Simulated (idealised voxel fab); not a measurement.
process module | voxel ribs on slabs
Xsec cut, 175 nm wide, square cell size 5 nm.
Cross-section, as written here: a square-cell grid given band by band from the top down, where a band holds one or more rows of cells. Band: top height; bottom height; in nm. Then, left to right: material with width in nm, for each material. "throughout": a single material spanning edge to edge. "blank": empty space. We count height from 0. Below that, the starting wafer is all one material. The lowest band never ends at the bottom but goes on down; see "0 down" for how that is written. Think of "30..40" as a width that walks from the first number to the second as you go down the band, top row to bottom row, taking equal-sized steps from row to row. Take "no change" at face value: in the step it is given for, the cross-section changed in none of its cells. Closed empty spaces (no open way to the top) of 8 cells or more are what "Closed void list" lists, each as width x height at distance from the left edge, nm for all three. On each step's line, the part that comes after the settings is the simulator's own comment on the step. overlay nm, on a step with a mask: how far to the right of its planned place the mask lay; to the left if negative.

## Listed below are the process steps as planned
1 RECEIVE [material Si]
2 DIRECTIONAL_DEP [material SiO2] [thk nm 30]
3 DIRECTIONAL_DEP [material SiN] [thk nm 20]
4 MASKED_ETCH [tone cover] [mask id RIB] [width nm 25] [etch materials SiN] [depth nm 5] [overlay nm 0]
5 PATTERN [tone cover] [mask id SLAB] [material resist] [width nm 85] [thk nm 15] [overlay nm 0]
6 DIRECTIONAL_ETCH [etch materials SiN] [depth nm 15]
7 STRIP [etch materials resist]
8 FILL_DEP [material SiO2] [thk nm 20]
9 CMP [height nm 60]
10 DIRECTIONAL_DEP [material W] [thk nm 5]
11 DIRECTIONAL_DEP [material aC] [thk nm 10]
12 PATTERN [tone cover] [mask id HEATER] [material resist] [width nm 35] [thk nm 30] [overlay nm 0]
13 DIRECTIONAL_ETCH [etch materials aC] [depth nm 10]
14 STRIP [etch materials resist]
15 DIRECTIONAL_ETCH [etch materials W] [depth nm 5]
16 STRIP [etch materials aC]
17 CONFORMAL_DEP [material SiN] [thk nm 5]

## Cross-section of the incoming wafer, state after step 1
- 0 down | Si throughout
- Closed void list: none

## Cross-section, first of two wafers, end of module, run as planned
- 70 to 65 | 65 nm blank | 45 nm SiN | 65 nm blank
- 65 to 60 | 70 nm SiN | 35 nm W | 70 nm SiN
- 60 to 50 | SiO2 throughout
- 50 to 45 | 75 nm SiO2 | 25 nm SiN | 75 nm SiO2
- 45 to 30 | 45 nm SiO2 | 85 nm SiN | 45 nm SiO2
- 30 to 0 | SiO2 throughout
- 0 down | Si throughout
- Closed void list: none

## Same start, same plan as the first wafer - but one mistake in the run. Cross-section of the second of the two at the end of the module
- 70 to 65 | 65 nm blank | 45 nm SiN | 65 nm blank
- 65 to 60 | 70 nm SiN | 35 nm W | 70 nm SiN
- 60 to 45 | SiO2 throughout
- 45 to 35 | 45 nm SiN | 85 nm SiO2 | 45 nm SiN
- 35 to 30 | 45 nm SiN | 30 nm SiO2 | 25 nm SiN | 30 nm SiO2 | 45 nm SiN
- 30 to 0 | SiO2 throughout
- 0 down | Si throughout
- Closed void list: none
Run error: step 5 ran with different settings than intended, the actual operation and settings being PATTERN [tone open] [mask id SLAB] [material resist] [width nm 85] [thk nm 15] [overlay nm 0]
Looking at both finished wafers in cells, the second ends up ahead of or behind the first on some materials: SiN: 3 more | SiO2: 3 fewer
